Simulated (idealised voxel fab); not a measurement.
process module | voxel capacitor over wiring
cross-section cut | 150 nm wide | cells 5 nm
A cross-section is a grid of square cells, given in bands from the top down. A band is one or more rows of cells.
Each band's line starts with the height of the band's top and of its bottom, in nm. Then come its materials from left to right, each with its width in nm. One material with "throughout" fills the band from edge to edge. "air" is empty space.
Height 0 is the level under which the wafer as received is all one material. The lowest band goes on downwards, as in "0 down".
A width such as "30 to 40" changes by the same amount from each row of cells to the next, from the band's top row to its bottom row.
"no change" after a step means that no cell of the cross-section changed.
closed voids: empty space of 8 cells or more with no open way to the top, each as width x height at its distance from the left edge, in nm
after a step's settings: what the simulator itself notes on the step
overlay nm, on a step with a mask: how far to the right of its planned place the mask lay; to the left if negative
plan
1 op RECEIVE | material Si
2 op CONFORMAL_DEP | material SiO2 | thk nm 15
3 op CONFORMAL_DEP | material SiN | thk nm 5
4 op DIRECTIONAL_DEP | material lowk | thk nm 20
5 op PATTERN | tone open | mask id METAL_1 | material resist | width nm 25 | pitch nm 90 | thk nm 20 | overlay nm 0
6 op DIRECTIONAL_ETCH | etch materials lowk | depth nm 20
7 op DIRECTIONAL_ETCH | etch materials SiN | depth nm 5
8 op STRIP | etch materials resist
9 op CONFORMAL_DEP | material TiN | thk nm 5
10 op FILL_DEP | material W | thk nm 5
11 op CMP | height nm 40
12 op CONFORMAL_DEP | material SiCN | thk nm 5
13 op DIRECTIONAL_DEP | material lowk | thk nm 20
14 op DIRECTIONAL_DEP | material aC | thk nm 15
15 op PATTERN | tone open | mask id PLUG_1 | material resist | width nm 15 | thk nm 35 | overlay nm 0
16 op DIRECTIONAL_ETCH | etch materials aC | depth nm 15
17 op STRIP | etch materials resist
18 op DIRECTIONAL_ETCH | etch materials lowk | depth nm 20
19 op DIRECTIONAL_ETCH | etch materials SiCN | depth nm 5
20 op STRIP | etch materials aC
21 op EPI | material Ru | thk nm 10
22 op EPI | material Ru | thk nm 10
23 op EPI | material Ru | thk nm 5
24 op DIRECTIONAL_DEP | material TiN | thk nm 10
25 op DIRECTIONAL_DEP | material Al2O3 | thk nm 5
26 op DIRECTIONAL_DEP | material TiN | thk nm 5
27 op PATTERN | tone cover | mask id UPPER_PLATE | material resist | width nm 70 | thk nm 20 | overlay nm 0
28 op DIRECTIONAL_ETCH | etch materials TiN | depth nm 5
29 op DIRECTIONAL_ETCH | etch materials Al2O3 | depth nm 5
30 op STRIP | etch materials resist
31 op DIRECTIONAL_DEP | material aC | thk nm 10
32 op PATTERN | tone cover | mask id LOWER_PLATE | material resist | width nm 80 | thk nm 25 | overlay nm 0
33 op DIRECTIONAL_ETCH | etch materials aC | depth nm 10
34 op STRIP | etch materials resist
35 op DIRECTIONAL_ETCH | etch materials TiN | depth nm 10
36 op STRIP | etch materials aC
37 op FILL_DEP | material SiO2 | thk nm 20
38 op CMP | height nm 100
39 op DIRECTIONAL_DEP | material aC | thk nm 15
40 op PATTERN | tone open | mask id PLUG_2 | material resist | width nm 15 | thk nm 30 | overlay nm 0
41 op DIRECTIONAL_ETCH | etch materials aC | depth nm 15
42 op STRIP | etch materials resist
43 op DIRECTIONAL_ETCH | etch materials SiO2 | depth nm 15
44 op STRIP | etch materials aC
45 op CONFORMAL_DEP | material TiN | thk nm 5
46 op FILL_DEP | material Cu | thk nm 10
47 op CMP | height nm 100
48 op CONFORMAL_DEP | material SiCN | thk nm 5
as received, after step 1
  0 down: Si throughout
  closed voids: none
a wafer at the end: this start, this plan, one mistake
  105 to 100: SiCN throughout
  100 to 95: SiO2 35 | TiN 5 | Al2O3 55 | SiO2 55
  95 to 85: SiO2 20 | TiN 5 | SiO2 10 | TiN 65 | SiO2 50
  85 to 80: lowk 25 | TiN 15 | lowk 110
  80 to 75: lowk 25 | Al2O3 15 | lowk 110
  75 to 65: lowk 25 | TiN 15 | lowk 110
  65 to 45: lowk throughout
  45 to 40: SiCN throughout
  40 to 20: lowk 15 | TiN 5 | W 15 | TiN 5 | lowk 65 | TiN 5 | W 15 | TiN 5 | lowk 20
  20 to 15: SiN 15 | TiN 25 | SiN 65 | TiN 25 | SiN 20
  15 to 0: SiO2 throughout
  0 down: Si throughout
  closed voids: none
what went wrong: step 13 was run twice
